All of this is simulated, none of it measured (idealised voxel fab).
Herein follows the process module entitled voxel capacitor over wiring.
Section shown: cut. Width: 175 nm. Cell size: 5 nm, square.
Just so we're on the same page, the cross-sections are grids of square cells, and they're listed out in bands top to bottom, each band one or more rows deep.
What a band's entry tells you: where the top is and where the bottom is, as heights in nm, and after that what lies inside, material by material from left to right, each with its width in nm. Empty space is written as the word "empty", and a single material marked with the word "everywhere" occupies the band from edge to edge.
We count height from 0. Below that, the starting wafer is all one material. The lowest band never ends at the bottom but goes on down; see "0 down" for how that is written.
The two numbers in a width such as "30 to 40" mark its ends across the band: the first belongs to the top row of cells, the second to the bottom row, and from each row to the next the width moves by the same amount.
"nothing got changed" -> step changed no cross-section cell.
Empty spaces without an open route to the top, at least 8 cells in extent, make up the entry "Closed voids list"; each is given as width x height at distance, where the distance is measured from the left edge, and all are in nm.
after a step's settings: what the simulator itself notes on the step
overlay nm, on a step with a mask: how far to the right of its planned place the mask lay; to the left if negative
plan
1: RECEIVE with material Si
2: CONFORMAL_DEP with material SiO2, thk nm 10
3: CONFORMAL_DEP with material SiCN, thk nm 5
4: DIRECTIONAL_DEP with material lowk, thk nm 15
5: PATTERN with tone open, mask id METAL_1, material resist, width nm 20, pitch nm 90, thk nm 15, overlay nm 0
6: DIRECTIONAL_ETCH with etch materials lowk, depth nm 15
7: DIRECTIONAL_ETCH with etch materials SiCN, depth nm 5
8: STRIP with etch materials resist
9: CONFORMAL_DEP with material TiN, thk nm 5
10: FILL_DEP with material Cu, thk nm 5
11: CMP with height nm 30
12: EPI with material Ru, thk nm 5
13: FILL_DEP with material SiCN, thk nm 5
14: DIRECTIONAL_DEP with material lowk, thk nm 15
15: DIRECTIONAL_DEP with material aC, thk nm 10
16: PATTERN with tone open, mask id PLUG_1, material resist, width nm 15, thk nm 25, overlay nm 0
17: DIRECTIONAL_ETCH with etch materials aC, depth nm 10
18: STRIP with etch materials resist
19: DIRECTIONAL_ETCH with etch materials lowk, depth nm 15
20: DIRECTIONAL_ETCH with etch materials SiCN, depth nm 5
21: STRIP with etch materials aC
22: CONFORMAL_DEP with material TiN, thk nm 5
23: FILL_DEP with material Ru, thk nm 5
24: CMP with height nm 55
25: DIRECTIONAL_DEP with material TiN, thk nm 5
26: DIRECTIONAL_DEP with material Al2O3, thk nm 5
27: DIRECTIONAL_DEP with material TiN, thk nm 10
28: MASKED_ETCH with tone cover, mask id UPPER_PLATE, width nm 75, etch materials TiN, depth nm 10, overlay nm 0
29: MASKED_ETCH with tone cover, mask id UPPER_PLATE, width nm 75, etch materials Al2O3, depth nm 5, overlay nm 0
30: MASKED_ETCH with tone cover, mask id LOWER_PLATE, width nm 85, etch materials TiN, depth nm 5, overlay nm 0
31: FILL_DEP with material SiO2, thk nm 20
32: CMP with height nm 90
33: MASKED_ETCH with tone open, mask id PLUG_2, width nm 15, etch materials SiO2, depth nm 15, overlay nm 0
34: CONFORMAL_DEP with material TiN, thk nm 5
35: FILL_DEP with material W, thk nm 10
36: CMP with height nm 90
37: CONFORMAL_DEP with material SiN, thk nm 5
As-received state of the wafer in cross-section, equivalent to post-step 1
- 0 down | Si everywhere
- Closed voids list: none
Cross-section, end of module. Start: as above. Plan: as above. Execution: one mistake
- 95 to 90 | Al2O3 everywhere
- 90 to 80 | SiO2 45 nm | TiN 5 nm | W 5 nm | TiN 5 nm | SiO2 115 nm
- 80 to 75 | SiO2 45 nm | TiN 15 nm | SiO2 115 nm
- 75 to 65 | SiO2 35 nm | TiN 75 nm | SiO2 65 nm
- 65 to 60 | SiO2 35 nm | Al2O3 75 nm | SiO2 65 nm
- 60 to 55 | SiO2 30 nm | TiN 85 nm | SiO2 60 nm
- 55 to 40 | lowk 35 nm | TiN 5 nm | Ru 5 nm | TiN 5 nm | lowk 125 nm
- 40 to 35 | SiCN 35 nm | TiN 15 nm | SiCN 125 nm
- 35 to 30 | SiCN 25 nm | Ru 30 nm | SiCN 60 nm | Ru 30 nm | SiCN 30 nm
- 30 to 15 | lowk 30 nm | TiN 5 nm | Cu 10 nm | TiN 5 nm | lowk 70 nm | TiN 5 nm | Cu 10 nm | TiN 5 nm | lowk 35 nm
- 15 to 10 | SiCN 30 nm | TiN 20 nm | SiCN 70 nm | TiN 20 nm | SiCN 35 nm
- 10 to 0 | SiO2 everywhere
- 0 down | Si everywhere
- Closed voids list: none
Heads up, the wafer didn't run the way we planned it: off-plan run, step 37, actual operation and settings CONFORMAL_DEP with material Al2O3, thk nm 5
